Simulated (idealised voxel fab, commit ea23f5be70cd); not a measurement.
process module | voxel wiring stack
cross-section cut | 190 nm wide | cells 5 nm
A cross-section is a grid of square cells, given in bands from the top down. A band is one or more rows of cells.
Each band's line starts with the height of the band's top and of its bottom, in nm. Then come its materials from left to right, each with its width in nm. One material with "throughout" fills the band from edge to edge. "air" is empty space.
Height 0 is the level under which the wafer as received is all one material. The lowest band goes on downwards, as in "0 down".
A width such as "30 to 40" changes by the same amount from each row of cells to the next, from the band's top row to its bottom row.
"no change" after a step means that no cell of the cross-section changed.
closed voids: empty space of 8 cells or more with no open way to the top, each as width x height at its distance from the left edge, in nm
after a step's settings: what the simulator itself notes on the step
overlay nm, on a step with a mask: how far to the right of its planned place the mask lay; to the left if negative
plan
1 op RECEIVE | material Si
2 op CONFORMAL_DEP | material SiO2 | thk nm 10
3 op CONFORMAL_DEP | material SiCN | thk nm 5
4 op DIRECTIONAL_DEP | material SiO2 | thk nm 25
5 op MASKED_ETCH | tone open | mask id METAL_1 | width nm 30 | pitch nm 55 | etch materials SiO2 | depth nm 25 | overlay nm 0
6 op MASKED_ETCH | tone open | mask id METAL_1 | width nm 30 | pitch nm 55 | etch materials SiCN | depth nm 5 | overlay nm 0
7 op CONFORMAL_DEP | material TiN | thk nm 5
8 op FILL_DEP | material Cu | thk nm 10
9 op CMP | height nm 40
10 op EPI | material Ru | thk nm 5
11 op FILL_DEP | material SiCN | thk nm 5
12 op DIRECTIONAL_DEP | material lowk | thk nm 10
13 op MASKED_ETCH | tone open | mask id PLUG_1 | width nm 15 | pitch nm 55 | etch materials lowk | depth nm 10 | overlay nm 0
14 op MASKED_ETCH | tone open | mask id PLUG_1 | width nm 15 | pitch nm 55 | etch materials SiCN | depth nm 5 | overlay nm 0
15 op EPI | material Ru | thk nm 10
16 op EPI | material Ru | thk nm 5
17 op DIRECTIONAL_DEP | material TiN | thk nm 5
18 op DIRECTIONAL_DEP | material W | thk nm 25
19 op PATTERN | tone cover | mask id METAL_2 | material resist | width nm 30 | pitch nm 55 | thk nm 20 | overlay nm 0
20 op DIRECTIONAL_ETCH | etch materials W | depth nm 25
21 op DIRECTIONAL_ETCH | etch materials TiN | depth nm 5
22 op STRIP | etch materials resist
23 op CONFORMAL_DEP | material SiCN | thk nm 5
24 op FILL_DEP | material lowk | thk nm 5
25 op CMP | height nm 90
26 op CONFORMAL_DEP | material SiCN | thk nm 5
27 op DIRECTIONAL_DEP | material lowk | thk nm 15
28 op DIRECTIONAL_DEP | material aC | thk nm 15
29 op PATTERN | tone open | mask id PLUG_2 | material resist | width nm 15 | thk nm 30 | overlay nm 0
30 op DIRECTIONAL_ETCH | etch materials aC | depth nm 15
31 op STRIP | etch materials resist
32 op DIRECTIONAL_ETCH | etch materials lowk | depth nm 15
33 op DIRECTIONAL_ETCH | etch materials SiCN | depth nm 5
34 op STRIP | etch materials aC
35 op EPI | material Ru | thk nm 10
36 op EPI | material Ru | thk nm 10
37 op DIRECTIONAL_DEP | material TiN | thk nm 5
38 op DIRECTIONAL_DEP | material Ru | thk nm 15
39 op DIRECTIONAL_DEP | material aC | thk nm 15
40 op PATTERN | tone cover | mask id METAL_3 | material resist | width nm 30 | pitch nm 55 | thk nm 30 | overlay nm 0
41 op DIRECTIONAL_ETCH | etch materials aC | depth nm 15
42 op STRIP | etch materials resist
43 op DIRECTIONAL_ETCH | etch materials Ru | depth nm 15
44 op DIRECTIONAL_ETCH | etch materials TiN | depth nm 5
45 op STRIP | etch materials aC
46 op CONFORMAL_DEP | material SiN | thk nm 5
47 op FILL_DEP | material SiO2 | thk nm 10
48 op CMP | height nm 130
49 op CONFORMAL_DEP | material SiN | thk nm 5
varied across the wafers: width nm of step 29. The plan shows the first wafer's value. All wafers start alike
first wafer as received, after step 1
  0 down: Si throughout
  closed voids: none
first wafer at the end, after step 49
  135 to 130: SiN throughout
  130 to 115: SiO2 45 | SiN 5 | Ru 30 | SiN 5 | SiO2 15 | SiN 5 | Ru 30 | SiN 5 | SiO2 50
  115 to 110: SiN 50 | TiN 30 | SiN 25 | TiN 30 | SiN 55
  110 to 95: lowk 50 | Ru 15 | lowk 125
  95 to 90: SiCN 50 | Ru 15 | SiCN 125
  90 to 65: lowk 45 | SiCN 5 | W 30 | SiCN 5 | lowk 15 | SiCN 5 | W 30 | SiCN 5 | lowk 50
  65 to 60: SiCN 50 | TiN 30 | SiCN 25 | TiN 30 | SiCN 55
  60 to 50: lowk 50 | Ru 15 | lowk 40 | Ru 15 | lowk 70
  50 to 40: SiCN 50 to 45 | Ru 15 to 40 | SiCN 40 to 15 | Ru 15 to 40 | SiCN 70 to 50
  40 to 15: SiO2 50 | TiN 5 | Cu 20 | TiN 5 | SiO2 25 | TiN 5 | Cu 20 | TiN 5 | SiO2 55
  15 to 10: SiCN 50 | TiN 30 | SiCN 25 | TiN 30 | SiCN 55
  10 to 0: SiO2 throughout
  0 down: Si throughout
  closed voids: none
last wafer at the end
  135 to 130: SiN throughout
  130 to 115: SiO2 45 | SiN 5 | Ru 30 | SiN 5 | SiO2 15 | SiN 5 | Ru 30 | SiN 5 | SiO2 50
  115 to 110: SiN 50 | TiN 30 | SiN 25 | TiN 30 | SiN 55
  110 to 95: lowk 45 | Ru 30 | lowk 115
  95 to 90: SiCN 45 | Ru 30 | SiCN 115
  90 to 65: lowk 45 | SiCN 5 | W 30 | SiCN 5 | lowk 15 | SiCN 5 | W 30 | SiCN 5 | lowk 50
  65 to 60: SiCN 50 | TiN 30 | SiCN 25 | TiN 30 | SiCN 55
  60 to 50: lowk 50 | Ru 15 | lowk 40 | Ru 15 | lowk 70
  50 to 40: SiCN 50 to 45 | Ru 15 to 40 | SiCN 40 to 15 | Ru 15 to 40 | SiCN 70 to 50
  40 to 15: SiO2 50 | TiN 5 | Cu 20 | TiN 5 | SiO2 25 | TiN 5 | Cu 20 | TiN 5 | SiO2 55
  15 to 10: SiCN 50 | TiN 30 | SiCN 25 | TiN 30 | SiCN 55
  10 to 0: SiO2 throughout
  0 down: Si throughout
  closed voids: none
each wafer at the end: cells of each material gained (+) or lost (-) since it was received, then its closed voids
width nm 15 | +40 Cu | +82 Ru | +161 SiCN | +76 SiN | +272 SiO2 | +56 TiN | +60 W | +279 lowk | closed voids: none
width nm 20 | +40 Cu | +86 Ru | +160 SiCN | +76 SiN | +272 SiO2 | +56 TiN | +60 W | +276 lowk | closed voids: none
width nm 25 | +40 Cu | +90 Ru | +159 SiCN | +76 SiN | +272 SiO2 | +56 TiN | +60 W | +273 lowk | closed voids: none
width nm 30 | +40 Cu | +94 Ru | +158 SiCN | +76 SiN | +272 SiO2 | +56 TiN | +60 W | +270 lowk | closed voids: none
